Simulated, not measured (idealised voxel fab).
Process module heading - voxel quadruple lines
Cross-sectional view cut (width: 280 nm; square cell size: 5 nm).
A cross-section is written here as square cells arranged in a grid, and it is given in bands from the top down, each band taking up one or more rows of cells. Top, bottom (nm), then materials left to right with widths (nm); lone material tagged "full width" fills the whole band edge to edge; "air" = empty space. Zero point of the height axis is 0; under it, received wafer = one material. Lowest band: continues down indefinitely, "top 0, no bottom". The notation "30 to 40" denotes a width that varies across the rows of cells in the band, beginning at the first number in the top row, finishing at the second number in the bottom row, and changing by an identical amount from each row to the next. "remained the same" -> step changed no cross-section cell. "Sealed void list" contains a list of empty spaces, each no smaller than 8 cells and without an open way to the top, written in the form width x height at distance with the distance from the left edge and all three in nm. It should be noted that, on the line of a given step, the content following the step's settings is a remark produced by the simulator itself with respect to that step. overlay nm: mask offset rightward from planned place, masked step; negative means leftward offset.
So here's the lineup of process steps we planned
1 RECEIVE [material Si]
2 CONFORMAL_DEP [material SiO2] [thk nm 10]
3 DIRECTIONAL_DEP [material W] [thk nm 10]
4 DIRECTIONAL_DEP [material polySi] [thk nm 20]
5 DIRECTIONAL_DEP [material aC] [thk nm 20]
6 PATTERN [tone cover] [mask id MANDREL] [material resist] [width nm 20] [pitch nm 60] [thk nm 25] [overlay nm 0]
7 DIRECTIONAL_ETCH [etch materials aC] [depth nm 20]
8 STRIP [etch materials resist]
9 CONFORMAL_DEP [material SiO2] [thk nm 10]
10 DIRECTIONAL_ETCH [etch materials SiO2] [depth nm 10]
11 STRIP [etch materials aC]
12 DIRECTIONAL_ETCH [etch materials polySi] [depth nm 20]
13 STRIP [etch materials SiO2]
14 CONFORMAL_DEP [material SiCN] [thk nm 5]
15 DIRECTIONAL_ETCH [etch materials SiCN] [depth nm 5]
16 STRIP [etch materials polySi]
17 DIRECTIONAL_ETCH [etch materials W] [depth nm 10]
18 STRIP [etch materials SiCN]
As-received state of the wafer in cross-section, equivalent to post-step 1
    top 0, no bottom | Si full width
    Sealed void list: none
First wafer of two, sectioned at end of module; run went per plan
    top 20, bottom 10 | air: 85 | W: 5 | air: 10 | W: 5 | air: 10 | W: 5 | air: 10 | W: 5 | air: 10 | W: 5 | air: 10 | W: 5 | air: 10 | W: 5 | air: 10 | W: 5 | air: 85
    top 10, bottom 0 | SiO2 full width
    top 0, no bottom | Si full width
    Sealed void list: none
Wafer two, end of module, cross-section. Same start, same plan as wafer one. One mistake in the run
    top 50, bottom 40 | W full width
    top 40, bottom 20 | polySi full width
    top 20, bottom 10 | W full width
    top 10, bottom 0 | SiO2 full width
    top 0, no bottom | Si full width
    Sealed void list: none
The mistake made against the process plan was this: so step 5 ended up running with a different setting than we planned, it ran as DIRECTIONAL_DEP [material W] [thk nm 20]
at the end the second wafer has, in cells: 208 more of W; 224 more of polySi
